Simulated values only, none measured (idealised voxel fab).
process module | voxel double patterning
cross-section cut | 250 nm wide | cells 5 nm
A cross-section is a grid of square cells, given in bands from the top down. A band is one or more rows of cells.
Each band's line starts with the height of the band's top and of its bottom, in nm. Then come its materials from left to right, each with its width in nm. One material with "throughout" fills the band from edge to edge. "air" is empty space.
Height 0 is the level under which the wafer as received is all one material. The lowest band goes on downwards, as in "0 down".
A width such as "30 to 40" changes by the same amount from each row of cells to the next, from the band's top row to its bottom row.
"no change" after a step means that no cell of the cross-section changed.
closed voids: empty space of 8 cells or more with no open way to the top, each as width x height at its distance from the left edge, in nm
after a step's settings: what the simulator itself notes on the step
overlay nm, on a step with a mask: how far to the right of its planned place the mask lay; to the left if negative
plan
1 op RECEIVE | material Si
2 op CONFORMAL_DEP | material SiO2 | thk nm 10
3 op DIRECTIONAL_DEP | material W | thk nm 15
4 op DIRECTIONAL_DEP | material SiN | thk nm 10
5 op MASKED_ETCH | tone open | mask id FIRST | width nm 15 | pitch nm 50 | etch materials SiN | depth nm 10 | overlay nm -15
6 op MASKED_ETCH | tone open | mask id SECOND | width nm 15 | etch materials SiN | depth nm 10 | overlay nm 0
7 op DIRECTIONAL_ETCH | etch materials W | depth nm 15
8 op STRIP | etch materials SiN
varied across the wafers: overlay nm of step 5. The plan shows the first wafer's value. All wafers start alike
first wafer as received, after step 1
  0 down: Si throughout
  closed voids: none
each wafer at the end: cells of each material gained (+) or lost (-) since it was received, then its closed voids
overlay nm -15 | +100 SiO2 | +126 W | closed voids: none
overlay nm -10 | +100 SiO2 | +123 W | closed voids: none
overlay nm -5 | +100 SiO2 | +123 W | closed voids: none
overlay nm 0 | +100 SiO2 | +123 W | closed voids: none
overlay nm 5 | +100 SiO2 | +123 W | closed voids: none
overlay nm 10 | +100 SiO2 | +123 W | closed voids: none
overlay nm 15 | +100 SiO2 | +126 W | closed voids: none
